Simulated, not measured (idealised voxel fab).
You're looking at the process module voxel air gaps.
It is cross-section cut that appears here, measuring 175 nm in width, its square cells being 5 nm in size.
Cross-section format: a grid of square cells, given as bands from top to bottom; each band is one or more rows of cells. Band: top and bottom heights (nm) first, top before bottom; then materials from left to right, widths in nm. "throughout" marks a sole material filling the band edge to edge. "blank" denotes empty space. It should be noted that heights are counted from 0, beneath which the wafer as supplied is of one material throughout, and that the lowest band possesses no lower boundary but continues downward, as written in "from 0 down". It should be noted that a width expressed as "30 to 40" varies in equal increments from row to row of cells within the band, taking the value of the first number at the top row and that of the second number at the bottom row. You'll sometimes find "no modifications" written for a step, and that's the way of saying that nowhere in the cross-section did a cell change during that step. Enclosed voids (no open way to top), threshold 8 cells or more, entry "Fully sealed voids", notation width x height at distance, distance from left edge, nm. Past the settings on a step's line: simulator remark, on that step. overlay nm: on a step with a mask, how far right of its planned place the mask lay; negative means left.
The steps planned for the process are as follows:
1: RECEIVE, material Si
2: CONFORMAL_DEP, material SiO2, thk nm 15
3: CONFORMAL_DEP, material SiN, thk nm 5
4: DIRECTIONAL_DEP, material SiO2, thk nm 40
5: MASKED_ETCH, tone open, mask id LINES, width nm 25, pitch nm 50, etch materials SiO2, depth nm 40, overlay nm 0
6: CONFORMAL_DEP, material TiN, thk nm 5
7: FILL_DEP, material Cu, thk nm 10
8: CMP, height nm 60
9: EPI, material Ru, thk nm 10
10: SELECTIVE_ETCH, etch materials SiO2, depth nm 50
11: CONFORMAL_DEP, material SiCN, thk nm 5
Wafer, first of two, run as planned:
As received (post step 1): cross-section:
* from 0 down  Si throughout
* Fully sealed voids: none
Presented here is a cross-section of the wafer after step 2 has been performed:
* from 15 to 0  SiO2 throughout
* Lower than 0, everything is as it was.
Presented here is a cross-section of the wafer after step 3 has been performed:
* from 20 to 15  SiN throughout
* Lower than 15, everything is as it was.
Presented here is a cross-section of the wafer after step 4 has been performed:
* from 60 to 20  SiO2 throughout
* Lower than 20, everything is as it was.
Presented here is a cross-section of the wafer after step 5 has been performed:
* from 60 to 20  25 SiO2; 25 blank; 25 SiO2; 25 blank; 25 SiO2; 25 blank; 25 SiO2
* Lower than 20, everything is as it was.
Presented here is a cross-section of the wafer after step 6 has been performed:
* from 65 to 60  30 TiN; 15 blank; 35 TiN; 15 blank; 35 TiN; 15 blank; 30 TiN
* from 60 to 25  25 SiO2; 5 TiN; 15 blank; 5 TiN; 25 SiO2; 5 TiN; 15 blank; 5 TiN; 25 SiO2; 5 TiN; 15 blank; 5 TiN; 25 SiO2
* from 25 to 20  25 SiO2; 25 TiN; 25 SiO2; 25 TiN; 25 SiO2; 25 TiN; 25 SiO2
* Lower than 20, everything is as it was.
Presented here is a cross-section of the wafer after step 7 has been performed:
* from 75 to 65  Cu throughout
* from 65 to 60  30 TiN; 15 Cu; 35 TiN; 15 Cu; 35 TiN; 15 Cu; 30 TiN
* from 60 to 25  25 SiO2; 5 TiN; 15 Cu; 5 TiN; 25 SiO2; 5 TiN; 15 Cu; 5 TiN; 25 SiO2; 5 TiN; 15 Cu; 5 TiN; 25 SiO2
* Lower than 25, everything is as it was.
Presented here is a cross-section of the wafer after step 8 has been performed:
* from 60 to 25  25 SiO2; 5 TiN; 15 Cu; 5 TiN; 25 SiO2; 5 TiN; 15 Cu; 5 TiN; 25 SiO2; 5 TiN; 15 Cu; 5 TiN; 25 SiO2
* Lower than 25, everything is as it was.
Presented here is a cross-section of the wafer after step 9 has been performed:
* from 70 to 60  15 blank; 45 Ru; 5 blank; 45 Ru; 5 blank; 45 Ru; 15 blank
* Lower than 60, everything is as it was.
Presented here is a cross-section of the wafer after step 10 has been performed:
* from 70 to 60  15 blank; 45 Ru; 5 blank; 45 Ru; 5 blank; 45 Ru; 15 blank
* from 60 to 25  25 blank; 5 TiN; 15 Cu; 5 TiN; 25 blank; 5 TiN; 15 Cu; 5 TiN; 25 blank; 5 TiN; 15 Cu; 5 TiN; 25 blank
* from 25 to 20  25 blank; 25 TiN; 25 blank; 25 TiN; 25 blank; 25 TiN; 25 blank
* Lower than 20, everything is as it was.
Presented here is a cross-section of the wafer after step 11 has been performed:
* from 75 to 70  10 blank; 155 SiCN; 10 blank
* from 70 to 60  10 blank; 5 SiCN; 45 Ru; 5 SiCN; 45 Ru; 5 SiCN; 45 Ru; 5 SiCN; 10 blank
* from 60 to 55  10 blank; 15 SiCN; 5 TiN; 15 Cu; 5 TiN; 25 SiCN; 5 TiN; 15 Cu; 5 TiN; 25 SiCN; 5 TiN; 15 Cu; 5 TiN; 15 SiCN; 10 blank
* from 55 to 25  20 blank; 5 SiCN; 5 TiN; 15 Cu; 5 TiN; 5 SiCN; 15 blank; 5 SiCN; 5 TiN; 15 Cu; 5 TiN; 5 SiCN; 15 blank; 5 SiCN; 5 TiN; 15 Cu; 5 TiN; 5 SiCN; 20 blank
* from 25 to 20  25 SiCN; 25 TiN; 25 SiCN; 25 TiN; 25 SiCN; 25 TiN; 25 SiCN
* Lower than 20, everything is as it was.
* Fully sealed voids: 15 x 30 at 55; 15 x 30 at 105
Second wafer. Start and plan as for the first. One mistake made in running. Agrees with the first up to and including step 7:
when step 8 should have ended:
* from 55 to 25  25 SiO2; 5 TiN; 15 Cu; 5 TiN; 25 SiO2; 5 TiN; 15 Cu; 5 TiN; 25 SiO2; 5 TiN; 15 Cu; 5 TiN; 25 SiO2
* Lower than 25, everything is as it was.
when step 9 should have ended:
* from 65 to 55  15 blank; 45 Ru; 5 blank; 45 Ru; 5 blank; 45 Ru; 15 blank
* Lower than 55, everything is as it was.
when step 10 should have ended:
* from 65 to 55  15 blank; 45 Ru; 5 blank; 45 Ru; 5 blank; 45 Ru; 15 blank
* from 55 to 25  25 blank; 5 TiN; 15 Cu; 5 TiN; 25 blank; 5 TiN; 15 Cu; 5 TiN; 25 blank; 5 TiN; 15 Cu; 5 TiN; 25 blank
* from 25 to 20  25 blank; 25 TiN; 25 blank; 25 TiN; 25 blank; 25 TiN; 25 blank
* Lower than 20, everything is as it was.
when step 11 should have ended:
* from 70 to 65  10 blank; 155 SiCN; 10 blank
* from 65 to 55  10 blank; 5 SiCN; 45 Ru; 5 SiCN; 45 Ru; 5 SiCN; 45 Ru; 5 SiCN; 10 blank
* from 55 to 50  10 blank; 15 SiCN; 5 TiN; 15 Cu; 5 TiN; 25 SiCN; 5 TiN; 15 Cu; 5 TiN; 25 SiCN; 5 TiN; 15 Cu; 5 TiN; 15 SiCN; 10 blank
* from 50 to 25  20 blank; 5 SiCN; 5 TiN; 15 Cu; 5 TiN; 5 SiCN; 15 blank; 5 SiCN; 5 TiN; 15 Cu; 5 TiN; 5 SiCN; 15 blank; 5 SiCN; 5 TiN; 15 Cu; 5 TiN; 5 SiCN; 20 blank
* from 25 to 20  25 SiCN; 25 TiN; 25 SiCN; 25 TiN; 25 SiCN; 25 TiN; 25 SiCN
* Lower than 20, everything is as it was.
* Fully sealed voids: 15 x 25 at 55; 15 x 25 at 105
It is concluded that the wafer was processed incorrectly with respect to the plan, in that step 8 deviated from plan and actually ran as CMP, height nm 55
The second wafer ends with more or fewer cells of some materials than the first, per final count: Cu: 9 fewer | SiCN: 6 fewer | TiN: 6 fewer
